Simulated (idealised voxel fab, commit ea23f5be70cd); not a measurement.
You're looking at the process module voxel transistor to metal.
The width of the displayed cross-section, cut, is 270 nm; its cells are square, with a size of 5 nm.
In this document a cross-section is written as a grid of square cells. It is given as a series of bands, listed from the top down, and a band is one or more rows of cells. The entry gives the band's vertical extent as a top height and a bottom height in nm, then its horizontal make-up as materials from left to right, each with a width in nm. "empty" stands for empty space; a single material marked "edge to edge" fills the band edge to edge. Height datum 0, below which the as-received substrate wafer is one material. Lowest band open at the bottom, running downward: "0 -> down". It should be noted that a width expressed as "30->40" varies in equal increments from row to row of cells within the band, taking the value of the first number at the top row and that of the second number at the bottom row. "remained the same" -> step changed no cross-section cell. Any empty space of 8 cells or more lacking an open way to the top shows up in "Fully sealed voids" as width x height at distance, distance from the left edge, in nm. Heads up: the bit after the settings on a step's line is the simulator's remark on that step. You can add "overlay nm" to a step's line. For a step with a mask, it describes how far the mask lay to the right of its planned position, and a negative number describes a lay to the left.
**Set out below are the planned steps of the process**
- 1: RECEIVE, material Si
- 2: OXIDIZE, depth nm 5
- 3: CONFORMAL_DEP, material SiN, thk nm 15
- 4: MASKED_ETCH, tone cover, mask id ACTIVE, width nm 105, pitch nm 135, etch materials SiN, depth nm 15, overlay nm 0
- 5: MASKED_ETCH, tone cover, mask id ACTIVE, width nm 105, pitch nm 135, etch materials SiO2, depth nm 5, overlay nm 0
- 6: MASKED_ETCH, tone cover, mask id ACTIVE, width nm 105, pitch nm 135, etch materials Si, depth nm 35, overlay nm 0
- 7: OXIDIZE, depth nm 5
- 8: FILL_DEP, material SiO2, thk nm 15
- 9: CMP, height nm 15
- 10: SELECTIVE_ETCH, etch materials SiO2, depth nm 15
- 11: STRIP, etch materials SiN
- 12: SELECTIVE_ETCH, etch materials SiO2, depth nm 5
- 13: OXIDIZE, depth nm 5
- 14: DIRECTIONAL_DEP, material polySi, thk nm 25
- 15: DIRECTIONAL_DEP, material SiCN, thk nm 15
- 16: MASKED_ETCH, tone cover, mask id GATE, width nm 25, pitch nm 135, etch materials SiCN, depth nm 25, overlay nm 0
- 17: MASKED_ETCH, tone cover, mask id GATE, width nm 25, pitch nm 135, etch materials polySi, depth nm 35, overlay nm 0
- 18: CONFORMAL_DEP, material SiO2, thk nm 5
- 19: DIRECTIONAL_ETCH, etch materials SiO2, depth nm 5
- 20: CONFORMAL_DEP, material SiN, thk nm 10
- 21: DIRECTIONAL_ETCH, etch materials SiN, depth nm 10
- 22: DIRECTIONAL_ETCH, etch materials SiO2, depth nm 5
- 23: DIRECTIONAL_ETCH, etch materials Si, depth nm 5
- 24: EPI, material pSi, thk nm 10
- 25: FILL_DEP, material SiO2, thk nm 10
- 26: CMP, height nm 20
- 27: STRIP, etch materials polySi
- 28: SELECTIVE_ETCH, etch materials SiO2, depth nm 5
- 29: CONFORMAL_DEP, material HfO2, thk nm 5
- 30: CONFORMAL_DEP, material TiN, thk nm 5
- 31: FILL_DEP, material W, thk nm 10
- 32: CMP, height nm 15
- 33: DIRECTIONAL_DEP, material SiO2, thk nm 10
- 34: DIRECTIONAL_DEP, material aC, thk nm 10
- 35: PATTERN, tone open, mask id CONTACT, material resist, width nm 20, thk nm 30, overlay nm 0
- 36: DIRECTIONAL_ETCH, etch materials aC, depth nm 10
- 37: STRIP, etch materials resist
- 38: DIRECTIONAL_ETCH, etch materials SiO2, depth nm 30
- 39: STRIP, etch materials aC
- 40: CONFORMAL_DEP, material TiN, thk nm 5
- 41: FILL_DEP, material W, thk nm 10
- 42: CMP, height nm 25
- 43: CONFORMAL_DEP, material SiN, thk nm 5
- 44: DIRECTIONAL_DEP, material lowk, thk nm 25
- 45: DIRECTIONAL_DEP, material aC, thk nm 15
- 46: PATTERN, tone open, mask id METAL_1, material resist, width nm 20, thk nm 30, overlay nm 0
- 47: DIRECTIONAL_ETCH, etch materials aC, depth nm 15
- 48: STRIP, etch materials resist
- 49: DIRECTIONAL_ETCH, etch materials lowk, depth nm 25
- 50: DIRECTIONAL_ETCH, etch materials SiN, depth nm 5
- 51: STRIP, etch materials aC
- 52: CONFORMAL_DEP, material TiN, thk nm 5
- 53: FILL_DEP, material Cu, thk nm 5
- 54: CMP, height nm 55
- 55: EPI, material Ru, thk nm 5
- 56: FILL_DEP, material SiCN, thk nm 5
**Cross-section of the wafer upon arrival, representing the state reached after step 1**
- 0 -> down: Si edge to edge
- Fully sealed voids: none
**Cross-sectional image of the first of two wafers at the end of the module, the run having proceeded as planned**
- 65 -> 60: SiCN edge to edge
- 60 -> 55: 15 of SiCN  30 of Ru  45 of SiCN  30 of Ru  30 of SiCN  30 of Ru  45 of SiCN  30 of Ru  15 of SiCN
- 55 -> 30: 20 of lowk  5 of TiN  10 of Cu  5 of TiN  55 of lowk  5 of TiN  10 of Cu  5 of TiN  40 of lowk  5 of TiN  10 of Cu  5 of TiN  55 of lowk  5 of TiN  10 of Cu  5 of TiN  20 of lowk
- 30 -> 25: 20 of SiN  20 of TiN  55 of SiN  20 of TiN  40 of SiN  20 of TiN  55 of SiN  20 of TiN  20 of SiN
- 25 -> 15: 20 of SiO2  5 of TiN  10 of W  5 of TiN  55 of SiO2  5 of TiN  10 of W  5 of TiN  40 of SiO2  5 of TiN  10 of W  5 of TiN  55 of SiO2  5 of TiN  10 of W  5 of TiN  20 of SiO2
- 15 -> 5: 20 of SiO2  5 of TiN  10 of W  5 of TiN  10 of SiN  5 of HfO2  5 of TiN  15 of W  5 of TiN  5 of HfO2  10 of SiN  5 of TiN  10 of W  5 of TiN  40 of SiO2  5 of TiN  10 of W  5 of TiN  10 of SiN  5 of HfO2  5 of TiN  15 of W  5 of TiN  5 of HfO2  10 of SiN  5 of TiN  10 of W  5 of TiN  20 of SiO2
- 5 -> 0: 20 of SiO2  20 of TiN  10 of SiN  5 of HfO2  5 of TiN  15 of W  5 of TiN  5 of HfO2  10 of SiN  20 of TiN  40 of SiO2  20 of TiN  10 of SiN  5 of HfO2  5 of TiN  15 of W  5 of TiN  5 of HfO2  10 of SiN  20 of TiN  20 of SiO2
- 0 -> -5: 20 of SiO2  10 of TiN  10 of pSi  10 of SiN  5 of HfO2  25 of TiN  5 of HfO2  10 of SiN  10 of pSi  10 of TiN  40 of SiO2  10 of TiN  10 of pSi  10 of SiN  5 of HfO2  25 of TiN  5 of HfO2  10 of SiN  10 of pSi  10 of TiN  20 of SiO2
- -5 -> -10: 15 of SiO2  25 of pSi  10 of SiO2  35 of HfO2  10 of SiO2  25 of pSi  30 of SiO2  25 of pSi  10 of SiO2  35 of HfO2  10 of SiO2  25 of pSi  15 of SiO2
- -10 -> -15: 20 of SiO2  20 of pSi  55 of Si  20 of pSi  40 of SiO2  20 of pSi  55 of Si  20 of pSi  20 of SiO2
- -15 -> -45: 20 of SiO2  95 of Si  40 of SiO2  95 of Si  20 of SiO2
- -45 -> down: Si edge to edge
- Fully sealed voids: none
**second wafer at the end: like start, like plan, one mistake**
- 65 -> 60: SiCN edge to edge
- 60 -> 55: 15 of SiCN  30 of Ru  45 of SiCN  30 of Ru  30 of SiCN  30 of Ru  45 of SiCN  30 of Ru  15 of SiCN
- 55 -> 30: 20 of lowk  5 of TiN  10 of Cu  5 of TiN  55 of lowk  5 of TiN  10 of Cu  5 of TiN  40 of lowk  5 of TiN  10 of Cu  5 of TiN  55 of lowk  5 of TiN  10 of Cu  5 of TiN  20 of lowk
- 30 -> 25: 20 of SiN  20 of TiN  55 of SiN  20 of TiN  40 of SiN  20 of TiN  55 of SiN  20 of TiN  20 of SiN
- 25 -> 15: 20 of SiO2  5 of TiN  10 of W  5 of TiN  55 of SiO2  5 of TiN  10 of W  5 of TiN  40 of SiO2  5 of TiN  10 of W  5 of TiN  55 of SiO2  5 of TiN  10 of W  5 of TiN  20 of SiO2
- 15 -> 5: 20 of SiO2  5 of TiN  10 of W  5 of TiN  10 of SiN  5 of HfO2  5 of TiN  15 of W  5 of TiN  5 of HfO2  10 of SiN  5 of TiN  10 of W  5 of TiN  40 of SiO2  5 of TiN  10 of W  5 of TiN  10 of SiN  5 of HfO2  5 of TiN  15 of W  5 of TiN  5 of HfO2  10 of SiN  5 of TiN  10 of W  5 of TiN  20 of SiO2
- 5 -> 0: 20 of SiO2  20 of TiN  10 of SiN  5 of HfO2  5 of TiN  15 of W  5 of TiN  5 of HfO2  10 of SiN  20 of TiN  40 of SiO2  20 of TiN  10 of SiN  5 of HfO2  5 of TiN  15 of W  5 of TiN  5 of HfO2  10 of SiN  20 of TiN  20 of SiO2
- 0 -> -5: 20 of SiO2  10 of TiN  10 of pSi  10 of SiN  5 of HfO2  25 of TiN  5 of HfO2  10 of SiN  10 of pSi  10 of TiN  40 of SiO2  10 of TiN  10 of pSi  10 of SiN  5 of HfO2  25 of TiN  5 of HfO2  10 of SiN  10 of pSi  10 of TiN  20 of SiO2
- -5 -> -10: 15 of SiO2  25 of pSi  10 of SiO2  35 of HfO2  10 of SiO2  25 of pSi  30 of SiO2  25 of pSi  10 of SiO2  35 of HfO2  10 of SiO2  25 of pSi  15 of SiO2
- -10 -> -15: 20 of SiO2  20 of pSi  55 of Si  20 of pSi  40 of SiO2  20 of pSi  55 of Si  20 of pSi  20 of SiO2
- -15 -> -80: 20 of SiO2  95 of Si  40 of SiO2  95 of Si  20 of SiO2
- -80 -> down: Si edge to edge
- Fully sealed voids: none
What went wrong in running the wafer? twice over, step 6 of the plan was run
Once processing is complete, comparing cell counts shows that the second wafer has more or fewer of certain materials than the first: -112 Si | +112 SiO2
